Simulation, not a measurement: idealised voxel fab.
The name of this process module is voxel self aligned vias.
This is section cut - it's 185 nm across, gridded in 5 nm square cells.
Just so we're on the same page, the cross-sections are grids of square cells, and they're listed out in bands top to bottom, each band one or more rows deep.
Basically the band line says how high the top is and how high the bottom is, in nm, and then what's in it from left to right, every material with its width in nm. Empty space shows up as "air", and if a single material carries "all across" it runs the full band edge to edge.
Counting heights begins at 0, where everything beneath is, in the wafer as received, one material. The lowest band has no bottom; it goes on downwards, as "top 0, no bottom" shows.
The two numbers in a width such as "30 to 40" mark its ends across the band: the first belongs to the top row of cells, the second to the bottom row, and from each row to the next the width moves by the same amount.
When a step is marked "nothing got changed", none of the cells in the cross-section changed during that step.
In "Closed void register" the enclosed voids are listed, meaning empty spaces of 8 cells or larger without any opening to the top. The form is width x height at distance, distance from the left edge, units nm.
On a step's line, text after the settings is the simulator commenting on that step.
"overlay nm" answers the question of how far to the right of plan the mask lay on a step that has a mask, and when it is negative the answer is to the left.

The process steps that were planned are listed below:
step 1: op RECEIVE | material Si
step 2: op CONFORMAL_DEP | material SiO2 | thk nm 15
step 3: op CONFORMAL_DEP | material SiCN | thk nm 5
step 4: op DIRECTIONAL_DEP | material SiO2 | thk nm 20
step 5: op DIRECTIONAL_DEP | material aC | thk nm 15
step 6: op PATTERN | tone open | mask id LINES | material resist | width nm 20 | pitch nm 70 | thk nm 35 | overlay nm 0
step 7: op DIRECTIONAL_ETCH | etch materials aC | depth nm 15
step 8: op STRIP | etch materials resist
step 9: op DIRECTIONAL_ETCH | etch materials SiO2 | depth nm 20
step 10: op STRIP | etch materials aC
step 11: op CONFORMAL_DEP | material TiN | thk nm 5
step 12: op FILL_DEP | material W | thk nm 5
step 13: op CMP | height nm 40
step 14: op SELECTIVE_ETCH | etch materials W Ru TiN | depth nm 5
step 15: op FILL_DEP | material SiN | thk nm 5
step 16: op CMP | height nm 40
step 17: op DIRECTIONAL_DEP | material SiO2 | thk nm 20
step 18: op DIRECTIONAL_DEP | material aC | thk nm 15
step 19: op PATTERN | tone open | mask id VIAS | material resist | width nm 40 | thk nm 30 | overlay nm 0
step 20: op DIRECTIONAL_ETCH | etch materials aC | depth nm 15
step 21: op STRIP | etch materials resist
step 22: op DIRECTIONAL_ETCH | etch materials SiO2 | depth nm 20
step 23: op DIRECTIONAL_ETCH | etch materials SiN | depth nm 5
step 24: op STRIP | etch materials aC
step 25: op CONFORMAL_DEP | material TiN | thk nm 5
step 26: op FILL_DEP | material Cu | thk nm 5
step 27: op CMP | height nm 60
step 28: op CONFORMAL_DEP | material SiCN | thk nm 5

As received (post step 1): cross-section:
    top 0, no bottom | Si all across
    Closed void register: none

Cross-sectional view of the first of the two wafers upon completion of the module, processed in accordance with the plan:
    top 65, bottom 60 | SiCN all across
    top 60, bottom 45 | SiO2=35  TiN=5  Cu=30  TiN=5  SiO2=110
    top 45, bottom 40 | SiO2=35  TiN=15  Cu=10  TiN=15  SiO2=110
    top 40, bottom 35 | SiO2=45  TiN=20  SiO2=50  SiN=20  SiO2=50
    top 35, bottom 25 | SiO2=45  TiN=5  W=10  TiN=5  SiO2=50  TiN=5  W=10  TiN=5  SiO2=50
    top 25, bottom 20 | SiO2=45  TiN=20  SiO2=50  TiN=20  SiO2=50
    top 20, bottom 15 | SiCN all across
    top 15, bottom 0 | SiO2 all across
    top 0, no bottom | Si all across
    Closed void register: none

End of module, second wafer, cross-section. Started like the first, planned like the first, run with one mistake:
    top 65, bottom 60 | SiCN all across
    top 60, bottom 45 | SiO2=35  TiN=5  Cu=30  TiN=5  SiO2=110
    top 45, bottom 40 | SiO2=35  TiN=15  Cu=10  TiN=15  SiO2=110
    top 40, bottom 35 | SiO2=45  TiN=20  SiO2=50  SiN=20  SiO2=50
    top 35, bottom 25 | SiO2=45  TiN=5  W=10  TiN=5  SiO2=50  TiN=5  W=10  TiN=5  SiO2=50
    top 25, bottom 20 | SiO2=45  TiN=20  SiO2=50  TiN=20  SiO2=50
    top 20, bottom 15 | TiN all across
    top 15, bottom 0 | SiO2 all across
    top 0, no bottom | Si all across
    Closed void register: none
Here's what went sideways: in deviation from the planned setting, step 3 was conducted as op CONFORMAL_DEP | material TiN | thk nm 5
Upon completion, the second wafer contains, in terms of cells, a greater or smaller amount of certain materials than the first wafer: -37 SiCN; +37 TiN
